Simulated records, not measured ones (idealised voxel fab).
Documented hereafter: the process module known as voxel fin reveal.
The width of the displayed cross-section, cut, is 165 nm; its cells are square, with a size of 5 nm.
Bands, listed from the top down, are how a cross-section gets written in this document; the cross-section itself is a grid of square cells, and a band is one or more rows of them.
The band entry comprises the height of the band's top followed by the height of its bottom, expressed in nm, and subsequently the band's materials from left to right, each stated together with its width in nm. Where a single material is marked with the word "edge to edge", that material fills the band from edge to edge. The word "blank" represents empty space.
Height 0 is the level under which the wafer as received is all one material. The lowest band goes on downwards, as in "0 down".
Width spec "30->40" -> top row of cells at first value, bottom row at second value, equal per-row change in between.
"changes: none" (step): cross-section cells unchanged, all of them.
In "Sealed internal voids" the enclosed voids are listed, meaning empty spaces of 8 cells or larger without any opening to the top. The form is width x height at distance, distance from the left edge, units nm.
Text after the settings on a step's line: the simulator's own remark on that step.
overlay nm: on a step with a mask, how far right of its planned place the mask lay; negative means left.

PROCESS STEPS (PLANNED)
1 RECEIVE [material Si]
2 CONFORMAL_DEP [material SiN] [thk nm 5]
3 MASKED_ETCH [tone cover] [mask id FINS] [width nm 15] [pitch nm 40] [etch materials SiN] [depth nm 5] [overlay nm 0]
4 MASKED_ETCH [tone cover] [mask id FINS] [width nm 15] [pitch nm 40] [etch materials Si] [depth nm 40] [overlay nm 0]
5 OXIDIZE [depth nm 5]
6 FILL_DEP [material SiO2] [thk nm 5]
7 CMP [height nm 5]
8 SELECTIVE_ETCH [etch materials SiO2] [depth nm 30]
9 STRIP [etch materials SiN]

RECEIVED-STATE CROSS-SECTION, REFLECTING COMPLETION OF STEP 1
* 0 down = Si edge to edge
* Sealed internal voids: none

FIGURE: CROSS-SECTIONAL VIEW OF THE WAFER UPON COMPLETION OF THE MODULE, PROCESSED FROM THE INITIAL STATE AND ACCORDING TO THE PLAN DEPICTED ABOVE, WITH ONE ERROR INTRODUCED DURING EXECUTION
* 0 to -5 = Si=10 / blank=25 / Si=15 / blank=25 / Si=15 / blank=25 / Si=15 / blank=25 / Si=10
* -5 down = Si edge to edge
* Sealed internal voids: none
What was done differently from what was planned? in deviation from the planned setting, step 3 was conducted as MASKED_ETCH [tone open] [mask id FINS] [width nm 15] [pitch nm 40] [etch materials SiN] [depth nm 5] [overlay nm 0]
